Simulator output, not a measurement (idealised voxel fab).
process module | voxel air gaps
cross-section cut | 235 nm wide | cells 5 nm
A cross-section is a grid of square cells, given in bands from the top down. A band is one or more rows of cells.
Each band's line starts with the height of the band's top and of its bottom, in nm. Then come its materials from left to right, each with its width in nm. One material with "throughout" fills the band from edge to edge. "air" is empty space.
Height 0 is the level under which the wafer as received is all one material. The lowest band goes on downwards, as in "0 down".
A width such as "30 to 40" changes by the same amount from each row of cells to the next, from the band's top row to its bottom row.
"no change" after a step means that no cell of the cross-section changed.
closed voids: empty space of 8 cells or more with no open way to the top, each as width x height at its distance from the left edge, in nm
after a step's settings: what the simulator itself notes on the step
overlay nm, on a step with a mask: how far to the right of its planned place the mask lay; to the left if negative
plan
1 op RECEIVE | material Si
2 op CONFORMAL_DEP | material SiO2 | thk nm 10
3 op CONFORMAL_DEP | material SiN | thk nm 5
4 op DIRECTIONAL_DEP | material SiO2 | thk nm 35
5 op MASKED_ETCH | tone open | mask id LINES | width nm 15 | pitch nm 40 | etch materials SiO2 | depth nm 35 | overlay nm 0
6 op CONFORMAL_DEP | material TiN | thk nm 5
7 op FILL_DEP | material Ru | thk nm 5
8 op CMP | height nm 50
9 op EPI | material Ru | thk nm 10
10 op SELECTIVE_ETCH | etch materials SiO2 | depth nm 45
11 op CONFORMAL_DEP | material SiCN | thk nm 5
as received, after step 1
  0 down: Si throughout
  closed voids: none
a wafer at the end: this start, this plan, one mistake
  65 to 60: air 35 | SiCN 170 | air 30
  60 to 50: air 35 | SiCN 5 | Ru 160 | SiCN 5 | air 30
  50 to 45: air 35 | SiCN 15 | TiN 5 | Ru 10 | TiN 5 | SiO2 20 | TiN 5 | Ru 10 | TiN 5 | SiO2 20 | TiN 5 | Ru 10 | TiN 5 | SiO2 20 | TiN 5 | Ru 10 | TiN 5 | SiCN 15 | air 30
  45 to 20: air 45 | SiCN 5 | TiN 5 | Ru 10 | TiN 5 | SiO2 20 | TiN 5 | Ru 10 | TiN 5 | SiO2 20 | TiN 5 | Ru 10 | TiN 5 | SiO2 20 | TiN 5 | Ru 10 | TiN 5 | SiCN 5 | air 40
  20 to 15: SiCN 50 | TiN 20 | SiO2 20 | TiN 20 | SiO2 20 | TiN 20 | SiO2 20 | TiN 20 | SiCN 45
  15 to 10: SiN throughout
  10 to 0: SiO2 throughout
  0 down: Si throughout
  closed voids: none
what went wrong: step 5 ran as: op MASKED_ETCH | tone open | mask id LINES | width nm 20 | pitch nm 40 | etch materials SiO2 | depth nm 35 | overlay nm 0
